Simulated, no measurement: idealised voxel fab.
process module | voxel gate over fins
cross-section cut | 275 nm wide | cells 5 nm
A cross-section is a grid of square cells, given in bands from the top down. A band is one or more rows of cells.
Each band's line starts with the height of the band's top and of its bottom, in nm. Then come its materials from left to right, each with its width in nm. One material with "throughout" fills the band from edge to edge. "air" is empty space.
Height 0 is the level under which the wafer as received is all one material. The lowest band goes on downwards, as in "0 down".
A width such as "30 to 40" changes by the same amount from each row of cells to the next, from the band's top row to its bottom row.
"no change" after a step means that no cell of the cross-section changed.
closed voids: empty space of 8 cells or more with no open way to the top, each as width x height at its distance from the left edge, in nm
after a step's settings: what the simulator itself notes on the step
overlay nm, on a step with a mask: how far to the right of its planned place the mask lay; to the left if negative
plan
1 op RECEIVE | material Si
2 op CONFORMAL_DEP | material SiN | thk nm 10
3 op DIRECTIONAL_DEP | material aC | thk nm 15
4 op PATTERN | tone cover | mask id FINS | material resist | width nm 15 | pitch nm 50 | thk nm 35 | overlay nm 0
5 op DIRECTIONAL_ETCH | etch materials aC | depth nm 15
6 op STRIP | etch materials resist
7 op DIRECTIONAL_ETCH | etch materials SiN | depth nm 10
8 op DIRECTIONAL_ETCH | etch materials Si | depth nm 40
9 op STRIP | etch materials aC
10 op OXIDIZE | depth nm 5
11 op FILL_DEP | material SiO2 | thk nm 15
12 op CMP | height nm 10
13 op MASKED_ETCH | tone open | mask id RAIL | width nm 15 | etch materials SiO2 | depth nm 45 | overlay nm 0
14 op CONFORMAL_DEP | material TiN | thk nm 5
15 op FILL_DEP | material W | thk nm 10
16 op CMP | height nm 10
17 op SELECTIVE_ETCH | etch materials W Ru TiN | depth nm 30
18 op FILL_DEP | material SiO2 | thk nm 5
19 op CMP | height nm 10
20 op SELECTIVE_ETCH | etch materials SiO2 | depth nm 20
21 op STRIP | etch materials SiN
22 op CONFORMAL_DEP | material HfO2 | thk nm 5
23 op CONFORMAL_DEP | material TiN | thk nm 5
24 op CONFORMAL_DEP | material TiAl | thk nm 5
25 op CONFORMAL_DEP | material TiN | thk nm 5
26 op FILL_DEP | material W | thk nm 15
27 op CMP | height nm 30
28 op CONFORMAL_DEP | material SiCN | thk nm 10
as received, after step 1
  0 down: Si throughout
  closed voids: none
first wafer at the end, as planned
  40 to 30: SiCN throughout
  30 to 20: W throughout
  20 to 15: W 90 | TiN 45 | W 5 | TiN 45 | W 90
  15 to 10: W 90 | TiN 5 | TiAl 35 | TiN 5 | W 5 | TiN 5 | TiAl 35 | TiN 5 | W 90
  10 to 5: TiN 95 | TiAl 5 | TiN 25 | TiAl 5 | TiN 15 | TiAl 5 | TiN 25 | TiAl 5 | TiN 95
  5 to 0: TiAl 100 | TiN 5 | HfO2 15 | TiN 5 | TiAl 25 | TiN 5 | HfO2 15 | TiN 5 | TiAl 100
  0 to -5: TiN 105 | HfO2 5 | Si 5 | HfO2 5 | TiN 35 | HfO2 5 | Si 5 | HfO2 5 | TiN 105
  -5 to -10: HfO2 110 | Si 5 | HfO2 45 | Si 5 | HfO2 110
  -10 to -20: SiO2 110 | Si 5 | SiO2 45 | Si 5 | SiO2 110
  -20 to -30: SiO2 110 | Si 5 | SiO2 15 | TiN 5 | W 5 | TiN 5 | SiO2 15 | Si 5 | SiO2 110
  -30 to -35: SiO2 110 | Si 5 | SiO2 15 | TiN 15 | SiO2 15 | Si 5 | SiO2 110
  -35 to -45: SiO2 110 | Si 5 | SiO2 45 | Si 5 | SiO2 110
  -45 down: Si throughout
  closed voids: none
second wafer at the end: like start, like plan, one mistake
  40 to 30: SiCN throughout
  30 to 20: W throughout
  20 to 15: W 90 | TiN 45 | W 5 | TiN 45 | W 90
  15 to 10: W 90 | TiN 5 | TiAl 35 | TiN 5 | W 5 | TiN 5 | TiAl 35 | TiN 5 | W 90
  10 to 5: TiN 95 | TiAl 5 | TiN 25 | TiAl 5 | TiN 5 | W 5 | TiN 5 | TiAl 5 | TiN 25 | TiAl 5 | TiN 95
  5 to 0: TiAl 100 | TiN 5 | HfO2 15 | TiN 5 | TiAl 5 | TiN 5 | W 5 | TiN 5 | TiAl 5 | TiN 5 | HfO2 15 | TiN 5 | TiAl 100
  0 to -5: TiN 95 | TiAl 5 | TiN 5 | HfO2 5 | Si 5 | HfO2 5 | TiN 5 | TiAl 5 | TiN 15 | TiAl 5 | TiN 5 | HfO2 5 | Si 5 | HfO2 5 | TiN 5 | TiAl 5 | TiN 95
  -5 to -10: HfO2 90 | TiN 5 | TiAl 5 | TiN 5 | HfO2 5 | Si 5 | HfO2 5 | TiN 5 | TiAl 25 | TiN 5 | HfO2 5 | Si 5 | HfO2 5 | TiN 5 | TiAl 5 | TiN 5 | HfO2 90
  -10 to -15: SiO2 85 | HfO2 5 | TiN 15 | HfO2 5 | Si 5 | HfO2 5 | TiN 35 | HfO2 5 | Si 5 | HfO2 5 | TiN 15 | HfO2 5 | SiO2 85
  -15 to -20: SiO2 85 | HfO2 25 | Si 5 | HfO2 45 | Si 5 | HfO2 25 | SiO2 85
  -20 to -30: SiO2 110 | Si 5 | SiO2 15 | TiN 5 | W 5 | TiN 5 | SiO2 15 | Si 5 | SiO2 110
  -30 to -35: SiO2 110 | Si 5 | SiO2 15 | TiN 15 | SiO2 15 | Si 5 | SiO2 110
  -35 to -45: SiO2 110 | Si 5 | SiO2 45 | Si 5 | SiO2 110
  -45 down: Si throughout
  closed voids: none
what went wrong: steps 20 and 21 were swapped
at the end the second wafer has, in cells: 12 more of HfO2 | 38 fewer of SiO2 | 8 more of TiAl | 16 more of TiN | 2 more of W
